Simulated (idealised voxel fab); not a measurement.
Process module heading - voxel gate over fins
The width of the displayed cross-section, cut, is 235 nm; its cells are square, with a size of 5 nm.
A cross-section in this document is a grid of square cells, and it is written down as bands, the top band listed before the ones below it; a band is made up of one or more rows of cells. Quick guide to a band line: top height, bottom height (nm) up front; then every material left to right with its width in nm. Only one material and it's marked "all across"? Then it fills the band edge to edge. And "empty" just means empty space. Counting heights begins at 0, where everything beneath is, in the wafer as received, one material. The lowest band has no bottom; it goes on downwards, as "0 nm and below" shows. Quick explanation for "30 to 40": the width changes in equal steps down the rows of cells, from the first number in the band's top row to the second number in its bottom row. Take "everything unchanged" at face value: in the step it is given for, the cross-section changed in none of its cells. "Closed voids list" lists enclosed empty spaces (at least 8 cells, no open path upward to the top), each as width x height at distance from the left edge, in nm. Note: text after step settings on the step line = simulator remark on that step. overlay nm: step with mask; distance mask lay right of planned place; negative value = left of planned place.
Steps in the process plan
1. op RECEIVE | material Si
2. op CONFORMAL_DEP | material SiN | thk nm 5
3. op MASKED_ETCH | tone cover | mask id FINS | width nm 15 | pitch nm 55 | etch materials SiN | depth nm 5 | overlay nm 0
4. op MASKED_ETCH | tone cover | mask id FINS | width nm 15 | pitch nm 55 | etch materials Si | depth nm 40 | overlay nm 0
5. op OXIDIZE | depth nm 5
6. op FILL_DEP | material SiO2 | thk nm 10
7. op CMP | height nm 5
8. op PATTERN | tone open | mask id RAIL | material resist | width nm 15 | thk nm 20 | overlay nm 0
9. op DIRECTIONAL_ETCH | etch materials SiO2 | depth nm 40
10. op STRIP | etch materials resist
11. op CONFORMAL_DEP | material TiN | thk nm 5
12. op FILL_DEP | material Ru | thk nm 5
13. op CMP | height nm 5
14. op SELECTIVE_ETCH | etch materials W Ru TiN | depth nm 25
15. op FILL_DEP | material SiO2 | thk nm 5
16. op CMP | height nm 5
17. op SELECTIVE_ETCH | etch materials SiO2 | depth nm 15
18. op STRIP | etch materials SiN
19. op CONFORMAL_DEP | material HfO2 | thk nm 5
20. op CONFORMAL_DEP | material TiN | thk nm 5
21. op CONFORMAL_DEP | material TiAl | thk nm 5
22. op CONFORMAL_DEP | material TiN | thk nm 5
23. op FILL_DEP | material W | thk nm 15
24. op CMP | height nm 30
25. op CONFORMAL_DEP | material SiN | thk nm 5
Incoming wafer in cross-section (state: after step 1)
    0 nm and below = Si all across
    Closed voids list: none
Here's the cross-section of the first of our two wafers at the end of the module - it ran as planned
    35 nm to 30 nm = SiN all across
    30 nm to 20 nm = W all across
    20 nm to 15 nm = 65 of W | 45 of TiN | 10 of W | 45 of TiN | 70 of W
    15 nm to 10 nm = 65 of W | 5 of TiN | 35 of TiAl | 5 of TiN | 10 of W | 5 of TiN | 35 of TiAl | 5 of TiN | 70 of W
    10 nm to 5 nm = 70 of TiN | 5 of TiAl | 25 of TiN | 5 of TiAl | 20 of TiN | 5 of TiAl | 25 of TiN | 5 of TiAl | 75 of TiN
    5 nm to 0 nm = 75 of TiAl | 5 of TiN | 15 of HfO2 | 5 of TiN | 30 of TiAl | 5 of TiN | 15 of HfO2 | 5 of TiN | 80 of TiAl
    0 nm to -5 nm = 80 of TiN | 5 of HfO2 | 5 of Si | 5 of HfO2 | 40 of TiN | 5 of HfO2 | 5 of Si | 5 of HfO2 | 85 of TiN
    -5 nm to -10 nm = 85 of HfO2 | 5 of Si | 50 of HfO2 | 5 of Si | 90 of HfO2
    -10 nm to -20 nm = 85 of SiO2 | 5 of Si | 50 of SiO2 | 5 of Si | 90 of SiO2
    -20 nm to -30 nm = 85 of SiO2 | 5 of Si | 15 of SiO2 | 5 of TiN | 5 of Ru | 5 of TiN | 20 of SiO2 | 5 of Si | 90 of SiO2
    -30 nm to -35 nm = 85 of SiO2 | 5 of Si | 15 of SiO2 | 15 of TiN | 20 of SiO2 | 5 of Si | 90 of SiO2
    -35 nm to -45 nm = 85 of SiO2 | 5 of Si | 50 of SiO2 | 5 of Si | 90 of SiO2
    -45 nm and below = Si all across
    Closed voids list: none
This cross-section belongs to the second wafer of two at the end of the module; the start and the plan were shared with the first, and the run included one mistake
    35 nm to 30 nm = SiN all across
    30 nm to 15 nm = W all across
    15 nm to 10 nm = 65 of W | 45 of TiN | 10 of W | 45 of TiN | 70 of W
    10 nm to 5 nm = 65 of W | 5 of TiN | 35 of TiAl | 5 of TiN | 10 of W | 5 of TiN | 35 of TiAl | 5 of TiN | 70 of W
    5 nm to 0 nm = 65 of W | 5 of TiN | 5 of TiAl | 25 of TiN | 5 of TiAl | 5 of TiN | 10 of W | 5 of TiN | 5 of TiAl | 25 of TiN | 5 of TiAl | 5 of TiN | 70 of W
    0 nm to -5 nm = 70 of TiN | 5 of TiAl | 5 of TiN | 15 of HfO2 | 5 of TiN | 5 of TiAl | 20 of TiN | 5 of TiAl | 5 of TiN | 15 of HfO2 | 5 of TiN | 5 of TiAl | 75 of TiN
    -5 nm to -10 nm = 75 of TiAl | 5 of TiN | 5 of HfO2 | 5 of Si | 5 of HfO2 | 5 of TiN | 30 of TiAl | 5 of TiN | 5 of HfO2 | 5 of Si | 5 of HfO2 | 5 of TiN | 80 of TiAl
    -10 nm to -15 nm = 80 of TiN | 5 of HfO2 | 5 of Si | 5 of HfO2 | 40 of TiN | 5 of HfO2 | 5 of Si | 5 of HfO2 | 85 of TiN
    -15 nm to -20 nm = 85 of HfO2 | 5 of Si | 50 of HfO2 | 5 of Si | 90 of HfO2
    -20 nm to -30 nm = 85 of SiO2 | 5 of Si | 15 of SiO2 | 5 of TiN | 5 of Ru | 5 of TiN | 20 of SiO2 | 5 of Si | 90 of SiO2
    -30 nm to -35 nm = 85 of SiO2 | 5 of Si | 15 of SiO2 | 15 of TiN | 20 of SiO2 | 5 of Si | 90 of SiO2
    -35 nm to -45 nm = 85 of SiO2 | 5 of Si | 50 of SiO2 | 5 of Si | 90 of SiO2
    -45 nm and below = Si all across
    Closed voids list: none
It is concluded that the wafer was processed incorrectly with respect to the plan, in that step 16 was not run as planned; what actually ran was op CMP | height nm -5
Count the cells at the end and the second wafer has more or fewer of some materials than the first: +4 HfO2; -2 Si; -90 SiO2; +4 TiAl; +8 TiN; +76 W
